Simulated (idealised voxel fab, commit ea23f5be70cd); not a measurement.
Proc. module: voxel plated lines
For reference, the cross-section in this document is cut, with width 295 nm and square cells of 5 nm.
We lay out every cross-section as a grid of square cells and spell it out in bands from the top down, where one band means one or more rows of cells.
The band entry comprises the height of the band's top followed by the height of its bottom, expressed in nm, and subsequently the band's materials from left to right, each stated together with its width in nm. Where a single material is marked with the word "all across", that material fills the band from edge to edge. The word "empty" represents empty space.
Heights are expressed relative to 0, this being the level below which the as-received wafer comprises one material exclusively. The lowest band is unbounded in the downward direction and is denoted as in "from 0 down".
Read "30 to 40" as a graded width: first number on top, second number at the bottom, same change between each pair of neighbouring rows.
Take "nothing changed" at face value: in the step it is given for, the cross-section changed in none of its cells.
Empty spaces without an open route to the top, at least 8 cells in extent, make up the entry "Closed void inventory"; each is given as width x height at distance, where the distance is measured from the left edge, and all are in nm.
It should be noted that, on the line of a given step, the content following the step's settings is a remark produced by the simulator itself with respect to that step.
overlay nm, on a step with a mask: how far to the right of its planned place the mask lay; to the left if negative
# The following list gives the planned process steps
step 1: RECEIVE [material Si]
step 2: CONFORMAL_DEP [material Al2O3] [thk nm 15]
step 3: DIRECTIONAL_DEP [material TiN] [thk nm 5]
step 4: PATTERN [tone open] [mask id LINES] [material resist] [width nm 30] [pitch nm 55] [thk nm 20] [overlay nm 0]
step 5: EPI [material Ru] [thk nm 5]
step 6: STRIP [etch materials resist]
step 7: DIRECTIONAL_ETCH [etch materials TiN] [depth nm 5]
step 8: CONFORMAL_DEP [material SiN] [thk nm 10]
# Incoming wafer in cross-section (state: after step 1)
- from 0 down: Si all across
- Closed void inventory: none
# End-of-module cross-section. Starting structure and process plan as above; one mistake made in running it
- from 40 to 30: 90 of empty | 115 of SiN | 90 of empty
- from 30 to 25: SiN all across
- from 25 to 20: 105 of SiN | 30 of Ru | 25 of SiN | 30 of Ru | 105 of SiN
- from 20 to 15: 105 of SiN | 30 of TiN | 25 of SiN | 30 of TiN | 105 of SiN
- from 15 to 0: Al2O3 all across
- from 0 down: Si all across
- Closed void inventory: none
Run error: so step 8 ended up running with a different setting than we planned, it ran as CONFORMAL_DEP [material SiN] [thk nm 15]
